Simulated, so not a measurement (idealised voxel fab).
Process module name: voxel self aligned vias
Section cut is 175 nm wide and gridded with 5 nm square cells.
Heads up, the way a cross-section reads in here is a grid of square cells, handed over as bands from the top down, with every band being one or more rows of cells.
Top height, bottom height, nm. Materials left to right, width each, nm. Single material + "all across" = fills band edge to edge. "empty" = empty.
Where do heights start? At 0: under that level the wafer as delivered is made of one material only. And the lowest band has no floor; it just carries on downward, as in "from 0 down".
The notation "30->40" denotes a width that varies across the rows of cells in the band, beginning at the first number in the top row, finishing at the second number in the bottom row, and changing by an identical amount from each row to the next.
Where the words "nothing different" appear for a step, the cross-section shows no cell changed by that step; every cell remained as before.
Empty spaces without an open route to the top, at least 8 cells in extent, make up the entry "Closed empty spaces"; each is given as width x height at distance, where the distance is measured from the left edge, and all are in nm.
Where a step's line continues beyond its settings, the continuation is a remark by the simulator itself on that step.
The setting "overlay nm" may be written on the line of a step. When the step uses a mask, the value reports how far to the right of the planned place the mask lay, and a negative value reports that it lay to the left.

[Process steps foreseen in the plan]
1. RECEIVE, material Si
2. CONFORMAL_DEP, material SiO2, thk nm 10
3. CONFORMAL_DEP, material SiCN, thk nm 5
4. DIRECTIONAL_DEP, material SiO2, thk nm 25
5. MASKED_ETCH, tone open, mask id LINES, width nm 25, pitch nm 65, etch materials SiO2, depth nm 25, overlay nm 0
6. CONFORMAL_DEP, material TiN, thk nm 5
7. FILL_DEP, material Ru, thk nm 5
8. CMP, height nm 40
9. SELECTIVE_ETCH, etch materials W Ru TiN, depth nm 5
10. FILL_DEP, material SiN, thk nm 5
11. CMP, height nm 40
12. DIRECTIONAL_DEP, material SiO2, thk nm 20
13. DIRECTIONAL_DEP, material aC, thk nm 15
14. PATTERN, tone open, mask id VIAS, material resist, width nm 35, thk nm 35, overlay nm 0
15. DIRECTIONAL_ETCH, etch materials aC, depth nm 15
16. STRIP, etch materials resist
17. DIRECTIONAL_ETCH, etch materials SiO2, depth nm 20
18. DIRECTIONAL_ETCH, etch materials SiN, depth nm 5
19. STRIP, etch materials aC
20. CONFORMAL_DEP, material TiN, thk nm 5
21. FILL_DEP, material Cu, thk nm 5
22. CMP, height nm 60
23. CONFORMAL_DEP, material SiCN, thk nm 5

[So, the first of our two wafers, run just as we planned it]

[Wafer cross-section on receipt, i.e. after step 1]
- from 0 down | Si all across
- Closed empty spaces: none

[Cross-sectional representation of the wafer at the conclusion of step 2]
- from 10 to 0 | SiO2 all across
- Below 0 it's all the same as before, nothing changed down there.

[Cross-sectional representation of the wafer at the conclusion of step 3]
- from 15 to 10 | SiCN all across
- Below 10 it's all the same as before, nothing changed down there.

[Cross-sectional representation of the wafer at the conclusion of step 4]
- from 40 to 15 | SiO2 all across
- Below 15 it's all the same as before, nothing changed down there.

[Cross-sectional representation of the wafer at the conclusion of step 5]
- from 40 to 15 | SiO2: 40  empty: 25  SiO2: 40  empty: 25  SiO2: 45
- Below 15 it's all the same as before, nothing changed down there.

[Cross-sectional representation of the wafer at the conclusion of step 6]
- from 45 to 40 | TiN: 45  empty: 15  TiN: 50  empty: 15  TiN: 50
- from 40 to 20 | SiO2: 40  TiN: 5  empty: 15  TiN: 5  SiO2: 40  TiN: 5  empty: 15  TiN: 5  SiO2: 45
- from 20 to 15 | SiO2: 40  TiN: 25  SiO2: 40  TiN: 25  SiO2: 45
- Below 15 it's all the same as before, nothing changed down there.

[Cross-sectional representation of the wafer at the conclusion of step 7]
- from 50 to 45 | Ru all across
- from 45 to 40 | TiN: 45  Ru: 15  TiN: 50  Ru: 15  TiN: 50
- from 40 to 20 | SiO2: 40  TiN: 5  Ru: 15  TiN: 5  SiO2: 40  TiN: 5  Ru: 15  TiN: 5  SiO2: 45
- Below 20 it's all the same as before, nothing changed down there.

[Cross-sectional representation of the wafer at the conclusion of step 8]
- from 40 to 20 | SiO2: 40  TiN: 5  Ru: 15  TiN: 5  SiO2: 40  TiN: 5  Ru: 15  TiN: 5  SiO2: 45
- Below 20 it's all the same as before, nothing changed down there.

[Cross-sectional representation of the wafer at the conclusion of step 9]
- from 40 to 35 | SiO2: 40  empty: 25  SiO2: 40  empty: 25  SiO2: 45
- Below 35 it's all the same as before, nothing changed down there.

[Cross-sectional representation of the wafer at the conclusion of step 10]
- from 45 to 40 | SiN all across
- from 40 to 35 | SiO2: 40  SiN: 25  SiO2: 40  SiN: 25  SiO2: 45
- Below 35 it's all the same as before, nothing changed down there.

[Cross-sectional representation of the wafer at the conclusion of step 11]
- from 40 to 35 | SiO2: 40  SiN: 25  SiO2: 40  SiN: 25  SiO2: 45
- Below 35 it's all the same as before, nothing changed down there.

[Cross-sectional representation of the wafer at the conclusion of step 12]
- from 60 to 40 | SiO2 all across
- Below 40 it's all the same as before, nothing changed down there.

[Cross-sectional representation of the wafer at the conclusion of step 13]
- from 75 to 60 | aC all across
- Below 60 it's all the same as before, nothing changed down there.

[Cross-sectional representation of the wafer at the conclusion of step 14]
- from 110 to 75 | resist: 35  empty: 35  resist: 105
- Below 75 it's all the same as before, nothing changed down there.

[Cross-sectional representation of the wafer at the conclusion of step 15]
- from 95 to 75 | resist: 35  empty: 35  resist: 105
- from 75 to 60 | aC: 35  empty: 35  aC: 105
- Below 60 it's all the same as before, nothing changed down there.

[Cross-sectional representation of the wafer at the conclusion of step 16]
- from 75 to 60 | aC: 35  empty: 35  aC: 105
- Below 60 it's all the same as before, nothing changed down there.

[Cross-sectional representation of the wafer at the conclusion of step 17]
- from 75 to 60 | aC: 35  empty: 35  aC: 105
- from 60 to 40 | SiO2: 35  empty: 35  SiO2: 105
- Below 40 it's all the same as before, nothing changed down there.

[Cross-sectional representation of the wafer at the conclusion of step 18]
- from 75 to 60 | aC: 35  empty: 35  aC: 105
- from 60 to 40 | SiO2: 35  empty: 35  SiO2: 105
- from 40 to 35 | SiO2: 40  empty: 25  SiO2: 40  SiN: 25  SiO2: 45
- Below 35 it's all the same as before, nothing changed down there.

[Cross-sectional representation of the wafer at the conclusion of step 19]
- from 60 to 40 | SiO2: 35  empty: 35  SiO2: 105
- Below 40 it's all the same as before, nothing changed down there.

[Cross-sectional representation of the wafer at the conclusion of step 20]
- from 65 to 60 | TiN: 40  empty: 25  TiN: 110
- from 60 to 45 | SiO2: 35  TiN: 5  empty: 25  TiN: 5  SiO2: 105
- from 45 to 40 | SiO2: 35  TiN: 10  empty: 15  TiN: 10  SiO2: 105
- from 40 to 35 | SiO2: 40  TiN: 25  SiO2: 40  SiN: 25  SiO2: 45
- Below 35 it's all the same as before, nothing changed down there.

[Cross-sectional representation of the wafer at the conclusion of step 21]
- from 70 to 65 | Cu all across
- from 65 to 60 | TiN: 40  Cu: 25  TiN: 110
- from 60 to 45 | SiO2: 35  TiN: 5  Cu: 25  TiN: 5  SiO2: 105
- from 45 to 40 | SiO2: 35  TiN: 10  Cu: 15  TiN: 10  SiO2: 105
- Below 40 it's all the same as before, nothing changed down there.

[Cross-sectional representation of the wafer at the conclusion of step 22]
- from 60 to 45 | SiO2: 35  TiN: 5  Cu: 25  TiN: 5  SiO2: 105
- Below 45 it's all the same as before, nothing changed down there.

[Cross-sectional representation of the wafer at the conclusion of step 23]
- from 65 to 60 | SiCN all across
- Below 60 it's all the same as before, nothing changed down there.

[Second of two: same start, same plan, one run error; steps up to and including 13 match the first]

[Cross-section of the second wafer corresponding to the planned conclusion of step 14]
- from 110 to 75 | resist: 30  empty: 45  resist: 100
- Below 75 it's all the same as before, nothing changed down there.

[Cross-section of the second wafer corresponding to the planned conclusion of step 15]
- from 95 to 75 | resist: 30  empty: 45  resist: 100
- from 75 to 60 | aC: 30  empty: 45  aC: 100
- Below 60 it's all the same as before, nothing changed down there.

[Cross-section of the second wafer corresponding to the planned conclusion of step 16]
- from 75 to 60 | aC: 30  empty: 45  aC: 100
- Below 60 it's all the same as before, nothing changed down there.

[Cross-section of the second wafer corresponding to the planned conclusion of step 17]
- from 75 to 60 | aC: 30  empty: 45  aC: 100
- from 60 to 40 | SiO2: 30  empty: 45  SiO2: 100
- Below 40 it's all the same as before, nothing changed down there.

[Cross-section of the second wafer corresponding to the planned conclusion of step 18]
- from 75 to 60 | aC: 30  empty: 45  aC: 100
- from 60 to 40 | SiO2: 30  empty: 45  SiO2: 100
- from 40 to 35 | SiO2: 40  empty: 25  SiO2: 40  SiN: 25  SiO2: 45
- Below 35 it's all the same as before, nothing changed down there.

[Cross-section of the second wafer corresponding to the planned conclusion of step 19]
- from 60 to 40 | SiO2: 30  empty: 45  SiO2: 100
- Below 40 it's all the same as before, nothing changed down there.

[Cross-section of the second wafer corresponding to the planned conclusion of step 20]
- from 65 to 60 | TiN: 35  empty: 35  TiN: 105
- from 60 to 45 | SiO2: 30  TiN: 5  empty: 35  TiN: 5  SiO2: 100
- from 45 to 40 | SiO2: 30  TiN: 15  empty: 15  TiN: 15  SiO2: 100
- from 40 to 35 | SiO2: 40  TiN: 25  SiO2: 40  SiN: 25  SiO2: 45
- Below 35 it's all the same as before, nothing changed down there.

[Cross-section of the second wafer corresponding to the planned conclusion of step 21]
- from 70 to 65 | Cu all across
- from 65 to 60 | TiN: 35  Cu: 35  TiN: 105
- from 60 to 45 | SiO2: 30  TiN: 5  Cu: 35  TiN: 5  SiO2: 100
- from 45 to 40 | SiO2: 30  TiN: 15  Cu: 15  TiN: 15  SiO2: 100
- Below 40 it's all the same as before, nothing changed down there.

[Cross-section of the second wafer corresponding to the planned conclusion of step 22]
- from 60 to 45 | SiO2: 30  TiN: 5  Cu: 35  TiN: 5  SiO2: 100
- Below 45 it's all the same as before, nothing changed down there.

[Cross-section of the second wafer corresponding to the planned conclusion of step 23]
- from 65 to 60 | SiCN all across
- Below 60 it's all the same as before, nothing changed down there.
Processing error: step 14 ran differently from the plan; actual operation with settings: PATTERN, tone open, mask id VIAS, material resist, width nm 45, thk nm 35, overlay nm 0
The final cell counts differ between the wafers, with the second having more or fewer of some materials than the first: +6 Cu; -8 SiO2; +2 TiN
